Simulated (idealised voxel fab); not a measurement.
Presented below is a process module, voxel fin reveal.
200 nm wide, 5 nm square cells: that's cross-section cut.
If you're reading a cross-section in this doc, picture square cells in a grid; it comes to you as bands, top ones listed first down to the bottom, and a band can be one or more rows of cells.
Top, bottom (nm), then materials left to right with widths (nm); lone material tagged "full width" fills the whole band edge to edge; "empty" = empty space.
The level at which height equals 0 is the one under which the wafer, as it arrives, is entirely one material. No lower edge exists for the bottom band, which continues downward and is notated as in "0 nm and below".
So if you see something like "30 to 40" for the width, read it as the top row of the band sitting at the first number and the bottom row at the second, with every row in between moving by the same amount as the last.
No cell of the cross-section changed in a step that is given as "everything unchanged".
In the "Sealed cavities" entry, you get each enclosed empty space of 8 cells or more, one with no open way to the top, written width x height at distance, distance from the left edge, in nm.
What comes after the settings on a step's line is commentary from the simulator itself on that step.
overlay nm, on a step with a mask: how far to the right of its planned place the mask lay; to the left if negative

plan
- 1: RECEIVE with material Si
- 2: CONFORMAL_DEP with material SiN, thk nm 5
- 3: MASKED_ETCH with tone cover, mask id FINS, width nm 15, pitch nm 40, etch materials SiN, depth nm 5, overlay nm 0
- 4: MASKED_ETCH with tone cover, mask id FINS, width nm 15, pitch nm 40, etch materials Si, depth nm 40, overlay nm 0
- 5: OXIDIZE with depth nm 5
- 6: FILL_DEP with material SiO2, thk nm 5
- 7: CMP with height nm 5
- 8: SELECTIVE_ETCH with etch materials SiO2, depth nm 20
- 9: STRIP with etch materials SiN

This is the cross-section of the wafer as we received it, i.e. after step 1
  0 nm and below | Si full width
  Sealed cavities: none

The plan above was carried out on the starting structure above with one mistake, and this cross-section shows the wafer at the end of the module
  0 nm to -5 nm | Si 45 nm, then empty 25 nm, then Si 15 nm, then empty 25 nm, then Si 15 nm, then empty 25 nm, then Si 50 nm
  -5 nm and below | Si full width
  Sealed cavities: none
What was done differently from what was planned? step 3 ran as: MASKED_ETCH with tone open, mask id FINS, width nm 15, pitch nm 40, etch materials SiN, depth nm 5, overlay nm 0
